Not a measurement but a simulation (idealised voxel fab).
process module | voxel transistor to metal
In the cross-section labelled cut, the width is 200 nm and each square cell is 5 nm.
Format of a cross-section: grid, square cells. Given as bands. Order: top down. Band: one or more rows of cells.
Basically the band line says how high the top is and how high the bottom is, in nm, and then what's in it from left to right, every material with its width in nm. Empty space shows up as "empty", and if a single material carries "all across" it runs the full band edge to edge.
All heights in this document are referenced to 0, defined as the level beneath which the wafer, as received, consists entirely of one material. The lowest band is not bounded below; it extends indefinitely downward and is written in the form "0 down".
Think of "30->40" as a width that walks from the first number to the second as you go down the band, top row to bottom row, taking equal-sized steps from row to row.
You'll sometimes find "everything unchanged" written for a step, and that's the way of saying that nowhere in the cross-section did a cell change during that step.
"Fully enclosed voids" enumerates empty spaces isolated from the top, with no open way to it, that contain at least 8 cells, giving each as width x height at distance from the left edge, all three in nm.
after a step's settings: what the simulator itself notes on the step
Among the settings permitted on a step's line is "overlay nm"; applied to a step with a mask, it specifies the extent to which the mask lay to the right of its planned position, whereas a negative figure signifies a position to the left.

**These are the steps we planned for the process**
1. RECEIVE | material Si
2. CONFORMAL_DEP | material SiO2 | thk nm 5
3. CONFORMAL_DEP | material SiN | thk nm 15
4. MASKED_ETCH | tone cover | mask id ACTIVE | width nm 85 | etch materials SiN | depth nm 15 | overlay nm 0
5. MASKED_ETCH | tone cover | mask id ACTIVE | width nm 85 | etch materials SiO2 | depth nm 5 | overlay nm 0
6. MASKED_ETCH | tone cover | mask id ACTIVE | width nm 85 | etch materials Si | depth nm 25 | overlay nm 0
7. OXIDIZE | depth nm 5
8. FILL_DEP | material SiO2 | thk nm 15
9. CMP | height nm 20
10. SELECTIVE_ETCH | etch materials SiO2 | depth nm 10
11. STRIP | etch materials SiN
12. SELECTIVE_ETCH | etch materials SiO2 | depth nm 5
13. OXIDIZE | depth nm 5
14. DIRECTIONAL_DEP | material polySi | thk nm 30
15. DIRECTIONAL_DEP | material SiCN | thk nm 15
16. DIRECTIONAL_DEP | material aC | thk nm 10
17. PATTERN | tone cover | mask id GATE | material resist | width nm 15 | thk nm 25 | overlay nm 0
18. DIRECTIONAL_ETCH | etch materials aC | depth nm 10
19. STRIP | etch materials resist
20. DIRECTIONAL_ETCH | etch materials SiCN | depth nm 25
21. DIRECTIONAL_ETCH | etch materials polySi | depth nm 40
22. STRIP | etch materials aC
23. CONFORMAL_DEP | material SiO2 | thk nm 5
24. DIRECTIONAL_ETCH | etch materials SiO2 | depth nm 5
25. CONFORMAL_DEP | material SiN | thk nm 10
26. DIRECTIONAL_ETCH | etch materials SiN | depth nm 10
27. DIRECTIONAL_ETCH | etch materials SiO2 | depth nm 5
28. DIRECTIONAL_ETCH | etch materials Si | depth nm 15
29. EPI | material nSi | thk nm 15
30. FILL_DEP | material SiO2 | thk nm 5
31. CMP | height nm 45
32. DIRECTIONAL_DEP | material SiO2 | thk nm 10
33. DIRECTIONAL_DEP | material aC | thk nm 10
34. PATTERN | tone open | mask id CONTACT | material resist | width nm 15 | pitch nm 60 | thk nm 30 | overlay nm 0
35. DIRECTIONAL_ETCH | etch materials aC | depth nm 10
36. STRIP | etch materials resist
37. DIRECTIONAL_ETCH | etch materials SiO2 | depth nm 45
38. STRIP | etch materials aC
39. CONFORMAL_DEP | material TiN | thk nm 5
40. FILL_DEP | material W | thk nm 10
41. CMP | height nm 55
42. CONFORMAL_DEP | material SiCN | thk nm 5
43. DIRECTIONAL_DEP | material SiO2 | thk nm 15
44. PATTERN | tone open | mask id METAL_1 | material resist | width nm 15 | pitch nm 60 | thk nm 15 | overlay nm 0
45. DIRECTIONAL_ETCH | etch materials SiO2 | depth nm 15
46. DIRECTIONAL_ETCH | etch materials SiCN | depth nm 5
47. STRIP | etch materials resist
48. CONFORMAL_DEP | material TiN | thk nm 5
49. FILL_DEP | material W | thk nm 10
50. CMP | height nm 75
51. CONFORMAL_DEP | material SiCN | thk nm 5
52. DIRECTIONAL_DEP | material SiO2 | thk nm 25
53. PATTERN | tone open | mask id METAL_2 | material resist | width nm 15 | pitch nm 60 | thk nm 20 | overlay nm 0
54. DIRECTIONAL_ETCH | etch materials SiO2 | depth nm 15
55. STRIP | etch materials resist
56. PATTERN | tone open | mask id METAL_2_HOLES | material resist | width nm 15 | pitch nm 60 | thk nm 20 | overlay nm 0
57. DIRECTIONAL_ETCH | etch materials SiO2 | depth nm 10
58. DIRECTIONAL_ETCH | etch materials SiCN | depth nm 5
59. STRIP | etch materials resist
60. CONFORMAL_DEP | material TiN | thk nm 5
61. FILL_DEP | material Ru | thk nm 5
62. CMP | height nm 105
63. CONFORMAL_DEP | material SiCN | thk nm 5

**This is the cross-section of the wafer as we received it, i.e. after step 1**
- 0 down | Si all across
- Fully enclosed voids: none

**The first of the two wafers as seen in cross-section once the module was finished; processing followed the plan**
- 110 to 105 | SiCN all across
- 105 to 80 | 60 SiO2, 5 TiN, 5 Ru, 5 TiN, 45 SiO2, 5 TiN, 5 Ru, 5 TiN, 65 SiO2
- 80 to 75 | 60 SiCN, 15 TiN, 45 SiCN, 15 TiN, 65 SiCN
- 75 to 60 | 60 SiO2, 5 TiN, 5 W, 5 TiN, 45 SiO2, 5 TiN, 5 W, 5 TiN, 65 SiO2
- 60 to 55 | 60 SiCN, 15 TiN, 45 SiCN, 15 TiN, 65 SiCN
- 55 to 45 | 60 SiO2, 5 TiN, 5 W, 5 TiN, 45 SiO2, 5 TiN, 5 W, 5 TiN, 65 SiO2
- 45 to 30 | 60 SiO2, 5 TiN, 5 W, 5 TiN, 10 SiN, 5 SiO2, 15 SiCN, 5 SiO2, 10 SiN, 5 TiN, 5 W, 5 TiN, 65 SiO2
- 30 to 15 | 60 SiO2, 5 TiN, 5 W, 5 TiN, 10 SiN, 5 SiO2, 15 polySi, 5 SiO2, 10 SiN, 5 TiN, 5 W, 5 TiN, 65 SiO2
- 15 to 10 | 60 SiO2, 15 TiN, 10 SiN, 5 SiO2, 15 polySi, 5 SiO2, 10 SiN, 15 TiN, 65 SiO2
- 10 to 5 | 60 SiO2, 15 nSi, 10 SiN, 5 SiO2, 15 polySi, 5 SiO2, 10 SiN, 15 nSi, 65 SiO2
- 5 to 0 | 55 SiO2, 10 SiN, 10 nSi, 10 SiN, 5 SiO2, 15 polySi, 5 SiO2, 10 SiN, 10 nSi, 10 SiN, 60 SiO2
- 0 to -5 | 65 SiO2, 10 nSi, 45 SiO2, 10 nSi, 70 SiO2
- -5 to -20 | 60 SiO2, 5 Si, 10 nSi, 45 Si, 10 nSi, 5 Si, 65 SiO2
- -20 to -30 | 60 SiO2, 75 Si, 65 SiO2
- -30 down | Si all across
- Fully enclosed voids: none

**Cross-sectional view: second of two wafers, end of module; start and plan identical to the first, one mistake in running**
- 110 to 105 | SiCN all across
- 105 to 80 | 60 SiO2, 5 TiN, 5 Ru, 5 TiN, 45 SiO2, 5 TiN, 5 Ru, 5 TiN, 65 SiO2
- 80 to 75 | 60 SiCN, 15 TiN, 45 SiCN, 15 TiN, 65 SiCN
- 75 to 60 | 55 SiO2, 5 TiN, 15 W, 5 TiN, 35 SiO2, 5 TiN, 15 W, 5 TiN, 60 SiO2
- 60 to 55 | 55 SiCN, 25 TiN, 35 SiCN, 25 TiN, 60 SiCN
- 55 to 45 | 60 SiO2, 5 TiN, 5 W, 5 TiN, 45 SiO2, 5 TiN, 5 W, 5 TiN, 65 SiO2
- 45 to 30 | 60 SiO2, 5 TiN, 5 W, 5 TiN, 10 SiN, 5 SiO2, 15 SiCN, 5 SiO2, 10 SiN, 5 TiN, 5 W, 5 TiN, 65 SiO2
- 30 to 15 | 60 SiO2, 5 TiN, 5 W, 5 TiN, 10 SiN, 5 SiO2, 15 polySi, 5 SiO2, 10 SiN, 5 TiN, 5 W, 5 TiN, 65 SiO2
- 15 to 10 | 60 SiO2, 15 TiN, 10 SiN, 5 SiO2, 15 polySi, 5 SiO2, 10 SiN, 15 TiN, 65 SiO2
- 10 to 5 | 60 SiO2, 15 nSi, 10 SiN, 5 SiO2, 15 polySi, 5 SiO2, 10 SiN, 15 nSi, 65 SiO2
- 5 to 0 | 55 SiO2, 10 SiN, 10 nSi, 10 SiN, 5 SiO2, 15 polySi, 5 SiO2, 10 SiN, 10 nSi, 10 SiN, 60 SiO2
- 0 to -5 | 65 SiO2, 10 nSi, 45 SiO2, 10 nSi, 70 SiO2
- -5 to -20 | 60 SiO2, 5 Si, 10 nSi, 45 Si, 10 nSi, 5 Si, 65 SiO2
- -20 to -30 | 60 SiO2, 75 Si, 65 SiO2
- -30 down | Si all across
- Fully enclosed voids: none
Deviation from plan: step 44 deviated from plan and actually ran as PATTERN | tone open | mask id METAL_1 | material resist | width nm 25 | pitch nm 60 | thk nm 15 | overlay nm 0
Final wafer comparison in cells, second versus first, more or fewer per material: SiCN -4 | SiO2 -12 | TiN +4 | W +12
